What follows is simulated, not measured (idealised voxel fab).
The following is a process module called voxel transistor to metal.
Cross-sectional view cut (width: 210 nm; square cell size: 5 nm).
Square cells in a grid make up a cross-section in this document, and the grid is given as bands, listed from the top down, each one or more rows of cells.
Read a band's entry like this: the first values are the height of its top and the height of its bottom in nm, and what follows is the sequence of materials from left to right, each with its width in nm. Note that "empty" is empty space, and that a single material marked "edge to edge" reaches across the band from edge to edge.
A quick word on heights: they are counted from 0, and under that level the wafer as it came to us is one material throughout. The lowest band is different from the rest in having no bottom; it simply continues downward, written as in "from 0 down".
Quick explanation for "30..40": the width changes in equal steps down the rows of cells, from the first number in the band's top row to the second number in its bottom row.
Where a step carries "nothing was modified", the cross-section came out of it unchanged, cell for cell.
Closed-off voids of 8+ cells (no open route to the top) go in "Closed void inventory", written width x height at distance from the left edge, in nm.
Heads up: the bit after the settings on a step's line is the simulator's remark on that step.
"overlay nm", when on a step's line for a step with a mask, measures how far to the right of its planned place the mask lay; a negative measure means to the left.
Every pair from here on: before one process step, after it. The after cross-section reaches only to the lowest band that changed. Below the pair: the step in between and its settings. Pairs can belong to different runs of this module on the same starting wafer; a pair carries on from the pair above only if the entry headed "Pre-step condition" says so.

Pre-step condition
    from 65 to 55  W edge to edge
    from 55 to 50  65 of TiN, 20 of W, 45 of TiN, 20 of W, 60 of TiN
    from 50 to 40  60 of SiO2, 5 of TiN, 20 of W, 5 of TiN, 35 of SiO2, 5 of TiN, 20 of W, 5 of TiN, 55 of SiO2
    from 40 to 35  60 of SiO2, 5 of TiN, 5 of W, 20 of TiN, 35 of SiO2, 10 of TiN, 15 of W, 5 of TiN, 55 of SiO2
    from 35 to 25  60 of SiO2, 5 of TiN, 5 of W, 5 of TiN, 10 of SiN, 5 of TiN, 25 of SiCN, 5 of SiO2, 10 of SiN, 5 of TiN, 15 of W, 5 of TiN, 55 of SiO2
    from 25 to 20  60 of SiO2, 5 of TiN, 5 of W, 5 of TiN, 10 of SiN, 5 of TiN, 25 of polySi, 5 of SiO2, 10 of SiN, 5 of TiN, 15 of W, 5 of TiN, 55 of SiO2
    from 20 to 15  60 of SiO2, 15 of TiN, 10 of SiN, 5 of TiN, 25 of polySi, 5 of SiO2, 10 of SiN, 25 of TiN, 55 of SiO2
    from 15 to 0  55 of SiO2, 20 of pSi, 10 of SiN, 5 of SiO2, 25 of polySi, 5 of SiO2, 10 of SiN, 20 of pSi, 60 of SiO2
    from 0 to -5  40 of SiO2, 35 of pSi, 55 of SiO2, 35 of pSi, 45 of SiO2
    from -5 to -20  45 of SiO2, 30 of pSi, 55 of Si, 30 of pSi, 50 of SiO2
    from -20 down  Si edge to edge
    Closed void inventory: none

Post-Step Snapshot
    from 50 to 40  60 of SiO2, 5 of TiN, 20 of W, 5 of TiN, 35 of SiO2, 5 of TiN, 20 of W, 5 of TiN, 55 of SiO2
    Whatever lies below 40 is exactly as it was before.
    Closed void inventory: none
Applied between the two views above: CMP with height nm 50

Pre-step condition: the after view from the pair directly above serves as the before view here.

Post-Step Snapshot
    from 55 to 50  SiCN edge to edge
    Whatever lies below 50 is exactly as it was before.
    Closed void inventory: none
Applied between the two views above: CONFORMAL_DEP with material SiCN, thk nm 5

Pre-step condition: the after view from the pair directly above serves as the before view here.

Post-Step Snapshot
    from 75 to 55  lowk edge to edge
    Whatever lies below 55 is exactly as it was before.
    Closed void inventory: none
Applied between the two views above: DIRECTIONAL_DEP with material lowk, thk nm 20

Pre-step condition: the after view from the pair directly above serves as the before view here.

Post-Step Snapshot
    from 85 to 75  aC edge to edge
    Whatever lies below 75 is exactly as it was before.
    Closed void inventory: none
Applied between the two views above: DIRECTIONAL_DEP with material aC, thk nm 10

Pre-step condition: the after view from the pair directly above serves as the before view here.

Post-Step Snapshot
    from 115 to 85  55 of resist, 15 of empty, 65 of resist, 15 of empty, 60 of resist
    Whatever lies below 85 is exactly as it was before.
    Closed void inventory: none
Applied between the two views above: PATTERN with tone open, mask id METAL_1, material resist, width nm 15, pitch nm 80, thk nm 30, overlay nm 0

Pre-step condition: the after view from the pair directly above serves as the before view here.

Post-Step Snapshot
    from 105 to 85  55 of resist, 15 of empty, 65 of resist, 15 of empty, 60 of resist
    from 85 to 75  55 of aC, 15 of empty, 65 of aC, 15 of empty, 60 of aC
    Whatever lies below 75 is exactly as it was before.
    Closed void inventory: none
Applied between the two views above: DIRECTIONAL_ETCH with etch materials aC, depth nm 10

Pre-step condition: the after view from the pair directly above serves as the before view here.

Post-Step Snapshot
    from 85 to 75  55 of aC, 15 of empty, 65 of aC, 15 of empty, 60 of aC
    Whatever lies below 75 is exactly as it was before.
    Closed void inventory: none
Applied between the two views above: STRIP with etch materials resist

Pre-step condition: the after view from the pair directly above serves as the before view here.

Post-Step Snapshot
    from 85 to 75  55 of aC, 15 of empty, 65 of aC, 15 of empty, 60 of aC
    from 75 to 55  55 of lowk, 15 of empty, 65 of lowk, 15 of empty, 60 of lowk
    Whatever lies below 55 is exactly as it was before.
    Closed void inventory: none
Applied between the two views above: DIRECTIONAL_ETCH with etch materials lowk, depth nm 20

Pre-step condition: the after view from the pair directly above serves as the before view here.

Post-Step Snapshot
    from 85 to 75  55 of aC, 15 of empty, 65 of aC, 15 of empty, 60 of aC
    from 75 to 55  55 of lowk, 15 of empty, 65 of lowk, 15 of empty, 60 of lowk
    from 55 to 50  55 of SiCN, 15 of empty, 65 of SiCN, 15 of empty, 60 of SiCN
    Whatever lies below 50 is exactly as it was before.
    Closed void inventory: none
Applied between the two views above: DIRECTIONAL_ETCH with etch materials SiCN, depth nm 5

Pre-step condition: the after view from the pair directly above serves as the before view here.

Post-Step Snapshot
    from 75 to 55  55 of lowk, 15 of empty, 65 of lowk, 15 of empty, 60 of lowk
    Whatever lies below 55 is exactly as it was before.
    Closed void inventory: none
Applied between the two views above: STRIP with etch materials aC

Pre-step condition: the after view from the pair directly above serves as the before view here.

Post-Step Snapshot
    from 80 to 75  60 of TiN, 5 of empty, 75 of TiN, 5 of empty, 65 of TiN
    from 75 to 55  55 of lowk, 5 of TiN, 5 of empty, 5 of TiN, 65 of lowk, 5 of TiN, 5 of empty, 5 of TiN, 60 of lowk
    from 55 to 50  55 of SiCN, 15 of TiN, 65 of SiCN, 15 of TiN, 60 of SiCN
    Whatever lies below 50 is exactly as it was before.
    Closed void inventory: none
Applied between the two views above: CONFORMAL_DEP with material TiN, thk nm 5

Pre-step condition: the after view from the pair directly above serves as the before view here.

Post-Step Snapshot
    from 90 to 80  W edge to edge
    from 80 to 75  60 of TiN, 5 of W, 75 of TiN, 5 of W, 65 of TiN
    from 75 to 55  55 of lowk, 5 of TiN, 5 of W, 5 of TiN, 65 of lowk, 5 of TiN, 5 of W, 5 of TiN, 60 of lowk
    Whatever lies below 55 is exactly as it was before.
    Closed void inventory: none
Applied between the two views above: FILL_DEP with material W, thk nm 10

Pre-step condition: the after view from the pair directly above serves as the before view here.

Post-Step Snapshot
    from 75 to 55  55 of lowk, 5 of TiN, 5 of W, 5 of TiN, 65 of lowk, 5 of TiN, 5 of W, 5 of TiN, 60 of lowk
    Whatever lies below 55 is exactly as it was before.
    Closed void inventory: none
Applied between the two views above: CMP with height nm 75

Pre-step condition: the after view from the pair directly above serves as the before view here.

Post-Step Snapshot
    from 80 to 75  50 of empty, 25 of Ru, 55 of empty, 25 of Ru, 55 of empty
    Whatever lies below 75 is exactly as it was before.
    Closed void inventory: none
Applied between the two views above: EPI with material Ru, thk nm 5

Pre-step condition: the after view from the pair directly above serves as the before view here.

Post-Step Snapshot
    from 85 to 80  SiCN edge to edge
    from 80 to 75  50 of SiCN, 25 of Ru, 55 of SiCN, 25 of Ru, 55 of SiCN
    Whatever lies below 75 is exactly as it was before.
    Closed void inventory: none
Applied between the two views above: FILL_DEP with material SiCN, thk nm 5

Pre-step condition: the after view from the pair directly above serves as the before view here.

Post-Step Snapshot
    from 115 to 85  SiO2 edge to edge
    Whatever lies below 85 is exactly as it was before.
    Closed void inventory: none
Applied between the two views above: DIRECTIONAL_DEP with material SiO2, thk nm 30

Pre-step condition: the after view from the pair directly above serves as the before view here.

Post-Step Snapshot
    from 135 to 115  55 of resist, 15 of empty, 65 of resist, 15 of empty, 60 of resist
    Whatever lies below 115 is exactly as it was before.
    Closed void inventory: none
Applied between the two views above: PATTERN with tone open, mask id METAL_2, material resist, width nm 15, pitch nm 80, thk nm 20, overlay nm 0

Pre-step condition: the after view from the pair directly above serves as the before view here.

Post-Step Snapshot
    from 135 to 115  55 of resist, 15 of empty, 65 of resist, 15 of empty, 60 of resist
    from 115 to 95  55 of SiO2, 15 of empty, 65 of SiO2, 15 of empty, 60 of SiO2
    Whatever lies below 95 is exactly as it was before.
    Closed void inventory: none
Applied between the two views above: DIRECTIONAL_ETCH with etch materials SiO2, depth nm 20

Pre-step condition: the after view from the pair directly above serves as the before view here.

Post-Step Snapshot
    from 115 to 95  55 of SiO2, 15 of empty, 65 of SiO2, 15 of empty, 60 of SiO2
    Whatever lies below 95 is exactly as it was before.
    Closed void inventory: none
Applied between the two views above: STRIP with etch materials resist

Pre-step condition: the after view from the pair directly above serves as the before view here.

Post-Step Snapshot
    from 115 to 85  55 of SiO2, 15 of empty, 65 of SiO2, 15 of empty, 60 of SiO2
    Whatever lies below 85 is exactly as it was before.
    Closed void inventory: none
Applied between the two views above: MASKED_ETCH with tone open, mask id METAL_2_HOLES, width nm 15, pitch nm 80, etch materials SiO2, depth nm 10, overlay nm 0

Pre-step condition: the after view from the pair directly above serves as the before view here.

Post-Step Snapshot
    from 115 to 85  55 of SiO2, 15 of empty, 65 of SiO2, 15 of empty, 60 of SiO2
    from 85 to 80  55 of SiCN, 15 of empty, 65 of SiCN, 15 of empty, 60 of SiCN
    Whatever lies below 80 is exactly as it was before.
    Closed void inventory: none
Applied between the two views above: MASKED_ETCH with tone open, mask id METAL_2_HOLES, width nm 15, pitch nm 80, etch materials SiCN, depth nm 5, overlay nm 0

Pre-step condition: the after view from the pair directly above serves as the before view here.

Post-Step Snapshot
    from 120 to 115  60 of TiN, 5 of empty, 75 of TiN, 5 of empty, 65 of TiN
    from 115 to 85  55 of SiO2, 5 of TiN, 5 of empty, 5 of TiN, 65 of SiO2, 5 of TiN, 5 of empty, 5 of TiN, 60 of SiO2
    from 85 to 80  55 of SiCN, 15 of TiN, 65 of SiCN, 15 of TiN, 60 of SiCN
    Whatever lies below 80 is exactly as it was before.
    Closed void inventory: none
Applied between the two views above: CONFORMAL_DEP with material TiN, thk nm 5

Pre-step condition: the after view from the pair directly above serves as the before view here.

Post-Step Snapshot
    from 130 to 120  Cu edge to edge
    from 120 to 115  60 of TiN, 5 of Cu, 75 of TiN, 5 of Cu, 65 of TiN
    from 115 to 85  55 of SiO2, 5 of TiN, 5 of Cu, 5 of TiN, 65 of SiO2, 5 of TiN, 5 of Cu, 5 of TiN, 60 of SiO2
    Whatever lies below 85 is exactly as it was before.
    Closed void inventory: none
Applied between the two views above: FILL_DEP with material Cu, thk nm 10

Pre-step condition: the after view from the pair directly above serves as the before view here.

Post-Step Snapshot
    from 115 to 85  55 of SiO2, 5 of TiN, 5 of Cu, 5 of TiN, 65 of SiO2, 5 of TiN, 5 of Cu, 5 of TiN, 60 of SiO2
    Whatever lies below 85 is exactly as it was before.
    Closed void inventory: none
Applied between the two views above: CMP with height nm 115

Pre-step condition: the after view from the pair directly above serves as the before view here.

Post-Step Snapshot
    from 120 to 115  SiN edge to edge
    Whatever lies below 115 is exactly as it was before.
    Closed void inventory: none
Applied between the two views above: CONFORMAL_DEP with material SiN, thk nm 5

Pre-step condition
    from 35 to 25  85 of empty, 5 of SiO2, 25 of SiCN, 5 of SiO2, 90 of empty
    from 25 to 0  85 of empty, 5 of SiO2, 25 of polySi, 5 of SiO2, 90 of empty
    from 0 to -5  SiO2 edge to edge
    from -5 to -20  45 of SiO2, 115 of Si, 50 of SiO2
    from -20 down  Si edge to edge
    Closed void inventory: none

Post-Step Snapshot
    from 45 to 35  75 of empty, 55 of SiO2, 80 of empty
    from 35 to 25  75 of empty, 15 of SiO2, 25 of SiCN, 15 of SiO2, 80 of empty
    from 25 to 10  75 of empty, 15 of SiO2, 25 of polySi, 15 of SiO2, 80 of empty
    from 10 to 0  90 of SiO2, 25 of polySi, 95 of SiO2
    Whatever lies below 0 is exactly as it was before.
    Closed void inventory: none
Applied between the two views above: CONFORMAL_DEP with material SiO2, thk nm 10

Pre-step condition: the after view from the pair directly above serves as the before view here.

Post-Step Snapshot
    from 40 to 35  75 of empty, 55 of SiO2, 80 of empty
    from 35 to 25  75 of empty, 15 of SiO2, 25 of SiCN, 15 of SiO2, 80 of empty
    from 25 to 5  75 of empty, 15 of SiO2, 25 of polySi, 15 of SiO2, 80 of empty
    Whatever lies below 5 is exactly as it was before.
    Closed void inventory: none
Applied between the two views above: DIRECTIONAL_ETCH with etch materials SiO2, depth nm 5

Pre-step condition: the after view from the pair directly above serves as the before view here.

Post-Step Snapshot
    from 50 to 35  SiO2 edge to edge
    from 35 to 25  90 of SiO2, 25 of SiCN, 95 of SiO2
    from 25 to 0  90 of SiO2, 25 of polySi, 95 of SiO2
    Whatever lies below 0 is exactly as it was before.
    Closed void inventory: none
Applied between the two views above: FILL_DEP with material SiO2, thk nm 10

Pre-step condition: the after view from the pair directly above serves as the before view here.

Post-Step Snapshot
    from 35 to 25  90 of SiO2, 25 of SiCN, 95 of SiO2
    Whatever lies below 25 is exactly as it was before.
    Closed void inventory: none
Applied between the two views above: CMP with height nm 35

Pre-step condition: the after view from the pair directly above serves as the before view here.

Post-Step Snapshot
    from 50 to 35  SiO2 edge to edge
    Whatever lies below 35 is exactly as it was before.
    Closed void inventory: none
Applied between the two views above: DIRECTIONAL_DEP with material SiO2, thk nm 15

Pre-step condition: the after view from the pair directly above serves as the before view here.

Post-Step Snapshot
    from 65 to 50  aC edge to edge
    Whatever lies below 50 is exactly as it was before.
    Closed void inventory: none
Applied between the two views above: DIRECTIONAL_DEP with material aC, thk nm 15

Pre-step condition: the after view from the pair directly above serves as the before view here.

Post-Step Snapshot
    from 95 to 65  55 of resist, 30 of empty, 35 of resist, 30 of empty, 60 of resist
    Whatever lies below 65 is exactly as it was before.
    Closed void inventory: none
Applied between the two views above: PATTERN with tone open, mask id CONTACT, material resist, width nm 30, pitch nm 65, thk nm 30, overlay nm 0

Pre-step condition: the after view from the pair directly above serves as the before view here.

Post-Step Snapshot
    from 80 to 65  55 of resist, 30 of empty, 35 of resist, 30 of empty, 60 of resist
    from 65 to 50  55 of aC, 30 of empty, 35 of aC, 30 of empty, 60 of aC
    Whatever lies below 50 is exactly as it was before.
    Closed void inventory: none
Applied between the two views above: DIRECTIONAL_ETCH with etch materials aC, depth nm 15

Pre-step condition: the after view from the pair directly above serves as the before view here.

Post-Step Snapshot
    from 65 to 50  55 of aC, 30 of empty, 35 of aC, 30 of empty, 60 of aC
    Whatever lies below 50 is exactly as it was before.
    Closed void inventory: none
Applied between the two views above: STRIP with etch materials resist

Pre-step condition: the after view from the pair directly above serves as the before view here.

Post-Step Snapshot
    from 65 to 50  55 of aC, 30 of empty, 35 of aC, 30 of empty, 60 of aC
    from 50 to 35  55 of SiO2, 30 of empty, 35 of SiO2, 30 of empty, 60 of SiO2
    from 35 to 25  55 of SiO2, 30 of empty, 5 of SiO2, 25 of SiCN, 5 of SiO2, 30 of empty, 60 of SiO2
    from 25 to 15  55 of SiO2, 30 of empty, 5 of SiO2, 25 of polySi, 5 of SiO2, 30 of empty, 60 of SiO2
    Whatever lies below 15 is exactly as it was before.
    Closed void inventory: none
Applied between the two views above: DIRECTIONAL_ETCH with etch materials SiO2, depth nm 35

Pre-step condition: the after view from the pair directly above serves as the before view here.

Post-Step Snapshot
    from 50 to 35  55 of SiO2, 30 of empty, 35 of SiO2, 30 of empty, 60 of SiO2
    Whatever lies below 35 is exactly as it was before.
    Closed void inventory: none
Applied between the two views above: STRIP with etch materials aC

Pre-step condition: the after view from the pair directly above serves as the before view here.

Post-Step Snapshot
    from 55 to 50  60 of TiN, 20 of empty, 45 of TiN, 20 of empty, 65 of TiN
    from 50 to 35  55 of SiO2, 5 of TiN, 20 of empty, 5 of TiN, 35 of SiO2, 5 of TiN, 20 of empty, 5 of TiN, 60 of SiO2
    from 35 to 25  55 of SiO2, 5 of TiN, 20 of empty, 5 of TiN, 5 of SiO2, 25 of SiCN, 5 of SiO2, 5 of TiN, 20 of empty, 5 of TiN, 60 of SiO2
    from 25 to 20  55 of SiO2, 5 of TiN, 20 of empty, 5 of TiN, 5 of SiO2, 25 of polySi, 5 of SiO2, 5 of TiN, 20 of empty, 5 of TiN, 60 of SiO2
    from 20 to 15  55 of SiO2, 30 of TiN, 5 of SiO2, 25 of polySi, 5 of SiO2, 30 of TiN, 60 of SiO2
    Whatever lies below 15 is exactly as it was before.
    Closed void inventory: none
Applied between the two views above: CONFORMAL_DEP with material TiN, thk nm 5

Pre-step condition: the after view from the pair directly above serves as the before view here.

Post-Step Snapshot
    from 65 to 55  W edge to edge
    from 55 to 50  60 of TiN, 20 of W, 45 of TiN, 20 of W, 65 of TiN
    from 50 to 35  55 of SiO2, 5 of TiN, 20 of W, 5 of TiN, 35 of SiO2, 5 of TiN, 20 of W, 5 of TiN, 60 of SiO2
    from 35 to 25  55 of SiO2, 5 of TiN, 20 of W, 5 of TiN, 5 of SiO2, 25 of SiCN, 5 of SiO2, 5 of TiN, 20 of W, 5 of TiN, 60 of SiO2
    from 25 to 20  55 of SiO2, 5 of TiN, 20 of W, 5 of TiN, 5 of SiO2, 25 of polySi, 5 of SiO2, 5 of TiN, 20 of W, 5 of TiN, 60 of SiO2
    Whatever lies below 20 is exactly as it was before.
    Closed void inventory: none
Applied between the two views above: FILL_DEP with material W, thk nm 10

Pre-step condition: the after view from the pair directly above serves as the before view here.

Post-Step Snapshot
    from 50 to 35  55 of SiO2, 5 of TiN, 20 of W, 5 of TiN, 35 of SiO2, 5 of TiN, 20 of W, 5 of TiN, 60 of SiO2
    Whatever lies below 35 is exactly as it was before.
    Closed void inventory: none
Applied between the two views above: CMP with height nm 50

Pre-step condition: the after view from the pair directly above serves as the before view here.

Post-Step Snapshot
    from 55 to 50  SiCN edge to edge
    Whatever lies below 50 is exactly as it was before.
    Closed void inventory: none
Applied between the two views above: CONFORMAL_DEP with material SiCN, thk nm 5

Pre-step condition: the after view from the pair directly above serves as the before view here.

Post-Step Snapshot
    from 75 to 55  lowk edge to edge
    Whatever lies below 55 is exactly as it was before.
    Closed void inventory: none
Applied between the two views above: DIRECTIONAL_DEP with material lowk, thk nm 20

Pre-step condition: the after view from the pair directly above serves as the before view here.

Post-Step Snapshot
    from 85 to 75  aC edge to edge
    Whatever lies below 75 is exactly as it was before.
    Closed void inventory: none
Applied between the two views above: DIRECTIONAL_DEP with material aC, thk nm 10

Pre-step condition: the after view from the pair directly above serves as the before view here.

Post-Step Snapshot
    from 115 to 85  55 of resist, 15 of empty, 65 of resist, 15 of empty, 60 of resist
    Whatever lies below 85 is exactly as it was before.
    Closed void inventory: none
Applied between the two views above: PATTERN with tone open, mask id METAL_1, material resist, width nm 15, pitch nm 80, thk nm 30, overlay nm 0

Pre-step condition: the after view from the pair directly above serves as the before view here.

Post-Step Snapshot
    from 105 to 85  55 of resist, 15 of empty, 65 of resist, 15 of empty, 60 of resist
    from 85 to 75  55 of aC, 15 of empty, 65 of aC, 15 of empty, 60 of aC
    Whatever lies below 75 is exactly as it was before.
    Closed void inventory: none
Applied between the two views above: DIRECTIONAL_ETCH with etch materials aC, depth nm 10

Pre-step condition: the after view from the pair directly above serves as the before view here.

Post-Step Snapshot
    from 85 to 75  55 of aC, 15 of empty, 65 of aC, 15 of empty, 60 of aC
    Whatever lies below 75 is exactly as it was before.
    Closed void inventory: none
Applied between the two views above: STRIP with etch materials resist

Pre-step condition: the after view from the pair directly above serves as the before view here.

Post-Step Snapshot
    from 85 to 75  55 of aC, 15 of empty, 65 of aC, 15 of empty, 60 of aC
    from 75 to 55  55 of lowk, 15 of empty, 65 of lowk, 15 of empty, 60 of lowk
    Whatever lies below 55 is exactly as it was before.
    Closed void inventory: none
Applied between the two views above: DIRECTIONAL_ETCH with etch materials lowk, depth nm 20

Pre-step condition: the after view from the pair directly above serves as the before view here.

Post-Step Snapshot
    from 85 to 75  55 of aC, 15 of empty, 65 of aC, 15 of empty, 60 of aC
    from 75 to 55  55 of lowk, 15 of empty, 65 of lowk, 15 of empty, 60 of lowk
    from 55 to 50  55 of SiCN, 15 of empty, 65 of SiCN, 15 of empty, 60 of SiCN
    Whatever lies below 50 is exactly as it was before.
    Closed void inventory: none
Applied between the two views above: DIRECTIONAL_ETCH with etch materials SiCN, depth nm 5

Pre-step condition: the after view from the pair directly above serves as the before view here.

Post-Step Snapshot
    from 75 to 55  55 of lowk, 15 of empty, 65 of lowk, 15 of empty, 60 of lowk
    Whatever lies below 55 is exactly as it was before.
    Closed void inventory: none
Applied between the two views above: STRIP with etch materials aC

Pre-step condition: the after view from the pair directly above serves as the before view here.

Post-Step Snapshot
    from 80 to 75  60 of TiN, 5 of empty, 75 of TiN, 5 of empty, 65 of TiN
    from 75 to 55  55 of lowk, 5 of TiN, 5 of empty, 5 of TiN, 65 of lowk, 5 of TiN, 5 of empty, 5 of TiN, 60 of lowk
    from 55 to 50  55 of SiCN, 15 of TiN, 65 of SiCN, 15 of TiN, 60 of SiCN
    Whatever lies below 50 is exactly as it was before.
    Closed void inventory: none
Applied between the two views above: CONFORMAL_DEP with material TiN, thk nm 5

Pre-step condition: the after view from the pair directly above serves as the before view here.

Post-Step Snapshot
    from 90 to 80  W edge to edge
    from 80 to 75  60 of TiN, 5 of W, 75 of TiN, 5 of W, 65 of TiN
    from 75 to 55  55 of lowk, 5 of TiN, 5 of W, 5 of TiN, 65 of lowk, 5 of TiN, 5 of W, 5 of TiN, 60 of lowk
    Whatever lies below 55 is exactly as it was before.
    Closed void inventory: none
Applied between the two views above: FILL_DEP with material W, thk nm 10

Pre-step condition: the after view from the pair directly above serves as the before view here.

Post-Step Snapshot
    from 75 to 55  55 of lowk, 5 of TiN, 5 of W, 5 of TiN, 65 of lowk, 5 of TiN, 5 of W, 5 of TiN, 60 of lowk
    Whatever lies below 55 is exactly as it was before.
    Closed void inventory: none
Applied between the two views above: CMP with height nm 75

Pre-step condition: the after view from the pair directly above serves as the before view here.

Post-Step Snapshot
    from 80 to 75  50 of empty, 25 of Ru, 55 of empty, 25 of Ru, 55 of empty
    Whatever lies below 75 is exactly as it was before.
    Closed void inventory: none
Applied between the two views above: EPI with material Ru, thk nm 5

Pre-step condition: the after view from the pair directly above serves as the before view here.

Post-Step Snapshot
    from 85 to 80  SiCN edge to edge
    from 80 to 75  50 of SiCN, 25 of Ru, 55 of SiCN, 25 of Ru, 55 of SiCN
    Whatever lies below 75 is exactly as it was before.
    Closed void inventory: none
Applied between the two views above: FILL_DEP with material SiCN, thk nm 5

Pre-step condition: the after view from the pair directly above serves as the before view here.

Post-Step Snapshot
    from 115 to 85  SiO2 edge to edge
    Whatever lies below 85 is exactly as it was before.
    Closed void inventory: none
Applied between the two views above: DIRECTIONAL_DEP with material SiO2, thk nm 30

Pre-step condition: the after view from the pair directly above serves as the before view here.

Post-Step Snapshot
    from 135 to 115  55 of resist, 15 of empty, 65 of resist, 15 of empty, 60 of resist
    Whatever lies below 115 is exactly as it was before.
    Closed void inventory: none
Applied between the two views above: PATTERN with tone open, mask id METAL_2, material resist, width nm 15, pitch nm 80, thk nm 20, overlay nm 0

Pre-step condition: the after view from the pair directly above serves as the before view here.

Post-Step Snapshot
    from 135 to 115  55 of resist, 15 of empty, 65 of resist, 15 of empty, 60 of resist
    from 115 to 95  55 of SiO2, 15 of empty, 65 of SiO2, 15 of empty, 60 of SiO2
    Whatever lies below 95 is exactly as it was before.
    Closed void inventory: none
Applied between the two views above: DIRECTIONAL_ETCH with etch materials SiO2, depth nm 20

Pre-step condition: the after view from the pair directly above serves as the before view here.

Post-Step Snapshot
    from 115 to 95  55 of SiO2, 15 of empty, 65 of SiO2, 15 of empty, 60 of SiO2
    Whatever lies below 95 is exactly as it was before.
    Closed void inventory: none
Applied between the two views above: STRIP with etch materials resist

Pre-step condition: the after view from the pair directly above serves as the before view here.

Post-Step Snapshot
    from 115 to 85  55 of SiO2, 15 of empty, 65 of SiO2, 15 of empty, 60 of SiO2
    Whatever lies below 85 is exactly as it was before.
    Closed void inventory: none
Applied between the two views above: MASKED_ETCH with tone open, mask id METAL_2_HOLES, width nm 15, pitch nm 80, etch materials SiO2, depth nm 10, overlay nm 0

Pre-step condition: the after view from the pair directly above serves as the before view here.

Post-Step Snapshot
    from 115 to 85  55 of SiO2, 15 of empty, 65 of SiO2, 15 of empty, 60 of SiO2
    from 85 to 80  55 of SiCN, 15 of empty, 65 of SiCN, 15 of empty, 60 of SiCN
    Whatever lies below 80 is exactly as it was before.
    Closed void inventory: none
Applied between the two views above: MASKED_ETCH with tone open, mask id METAL_2_HOLES, width nm 15, pitch nm 80, etch materials SiCN, depth nm 5, overlay nm 0

Pre-step condition: the after view from the pair directly above serves as the before view here.

Post-Step Snapshot
    from 120 to 115  60 of TiN, 5 of empty, 75 of TiN, 5 of empty, 65 of TiN
    from 115 to 85  55 of SiO2, 5 of TiN, 5 of empty, 5 of TiN, 65 of SiO2, 5 of TiN, 5 of empty, 5 of TiN, 60 of SiO2
    from 85 to 80  55 of SiCN, 15 of TiN, 65 of SiCN, 15 of TiN, 60 of SiCN
    Whatever lies below 80 is exactly as it was before.
    Closed void inventory: none
Applied between the two views above: CONFORMAL_DEP with material TiN, thk nm 5

Pre-step condition: the after view from the pair directly above serves as the before view here.

Post-Step Snapshot
    from 130 to 120  Cu edge to edge
    from 120 to 115  60 of TiN, 5 of Cu, 75 of TiN, 5 of Cu, 65 of TiN
    from 115 to 85  55 of SiO2, 5 of TiN, 5 of Cu, 5 of TiN, 65 of SiO2, 5 of TiN, 5 of Cu, 5 of TiN, 60 of SiO2
    Whatever lies below 85 is exactly as it was before.
    Closed void inventory: none
Applied between the two views above: FILL_DEP with material Cu, thk nm 10

Pre-step condition: the after view from the pair directly above serves as the before view here.

Post-Step Snapshot
    from 115 to 85  55 of SiO2, 5 of TiN, 5 of Cu, 5 of TiN, 65 of SiO2, 5 of TiN, 5 of Cu, 5 of TiN, 60 of SiO2
    Whatever lies below 85 is exactly as it was before.
    Closed void inventory: none
Applied between the two views above: CMP with height nm 115

Pre-step condition: the after view from the pair directly above serves as the before view here.

Post-Step Snapshot
    from 120 to 115  SiN edge to edge
    Whatever lies below 115 is exactly as it was before.
    Closed void inventory: none
Applied between the two views above: CONFORMAL_DEP with material SiN, thk nm 5

Pre-step condition
    from 115 to 85  SiO2 edge to edge
    from 85 to 80  SiCN edge to edge
    from 80 to 75  50 of SiCN, 25 of Ru, 55 of SiCN, 25 of Ru, 55 of SiCN
    from 75 to 55  55 of lowk, 5 of TiN, 5 of W, 5 of TiN, 65 of lowk, 5 of TiN, 5 of W, 5 of TiN, 60 of lowk
    from 55 to 50  55 of SiCN, 15 of TiN, 65 of SiCN, 15 of TiN, 60 of SiCN
    from 50 to 40  55 of SiO2, 5 of TiN, 20 of W, 5 of TiN, 35 of SiO2, 5 of TiN, 20 of W, 5 of TiN, 60 of SiO2
    from 40 to 35  55 of SiO2, 5 of TiN, 10 of W, 15 of TiN, 35 of SiO2, 15 of TiN, 10 of W, 5 of TiN, 60 of SiO2
    from 35 to 25  55 of SiO2, 5 of TiN, 10 of W, 5 of TiN, 10 of SiN, 5 of SiO2, 25 of SiCN, 5 of SiO2, 10 of SiN, 5 of TiN, 10 of W, 5 of TiN, 60 of SiO2
    from 25 to 20  55 of SiO2, 5 of TiN, 10 of W, 5 of TiN, 10 of SiN, 5 of SiO2, 25 of polySi, 5 of SiO2, 10 of SiN, 5 of TiN, 10 of W, 5 of TiN, 60 of SiO2
    from 20 to 15  55 of SiO2, 20 of TiN, 10 of SiN, 5 of SiO2, 25 of polySi, 5 of SiO2, 10 of SiN, 20 of TiN, 60 of SiO2
    from 15 to 0  55 of SiO2, 20 of pSi, 10 of SiN, 5 of SiO2, 25 of polySi, 5 of SiO2, 10 of SiN, 20 of pSi, 60 of SiO2
    from 0 to -5  40 of SiO2, 35 of pSi, 55 of SiO2, 35 of pSi, 45 of SiO2
    from -5 to -20  45 of SiO2, 30 of pSi, 55 of Si, 30 of pSi, 50 of SiO2
    from -20 down  Si edge to edge
    Closed void inventory: none

Post-Step Snapshot
    from 135 to 115  55 of empty, 15 of resist, 65 of empty, 15 of resist, 60 of empty
    Whatever lies below 115 is exactly as it was before.
    Closed void inventory: none
Applied between the two views above: PATTERN with tone cover, mask id METAL_2, material resist, width nm 15, pitch nm 80, thk nm 20, overlay nm 0

Pre-step condition: the after view from the pair directly above serves as the before view here.

Post-Step Snapshot
    from 135 to 115  55 of empty, 15 of resist, 65 of empty, 15 of resist, 60 of empty
    from 115 to 95  55 of empty, 15 of SiO2, 65 of empty, 15 of SiO2, 60 of empty
    Whatever lies below 95 is exactly as it was before.
    Closed void inventory: none
Applied between the two views above: DIRECTIONAL_ETCH with etch materials SiO2, depth nm 20

Pre-step condition: the after view from the pair directly above serves as the before view here.

Post-Step Snapshot
    from 115 to 95  55 of empty, 15 of SiO2, 65 of empty, 15 of SiO2, 60 of empty
    Whatever lies below 95 is exactly as it was before.
    Closed void inventory: none
Applied between the two views above: STRIP with etch materials resist

Pre-step condition: the after view from the pair directly above serves as the before view here.

Post-Step Snapshot
    from 105 to 95  55 of empty, 15 of SiO2, 65 of empty, 15 of SiO2, 60 of empty
    Whatever lies below 95 is exactly as it was before.
    Closed void inventory: none
Applied between the two views above: MASKED_ETCH with tone open, mask id METAL_2_HOLES, width nm 15, pitch nm 80, etch materials SiO2, depth nm 10, overlay nm 0
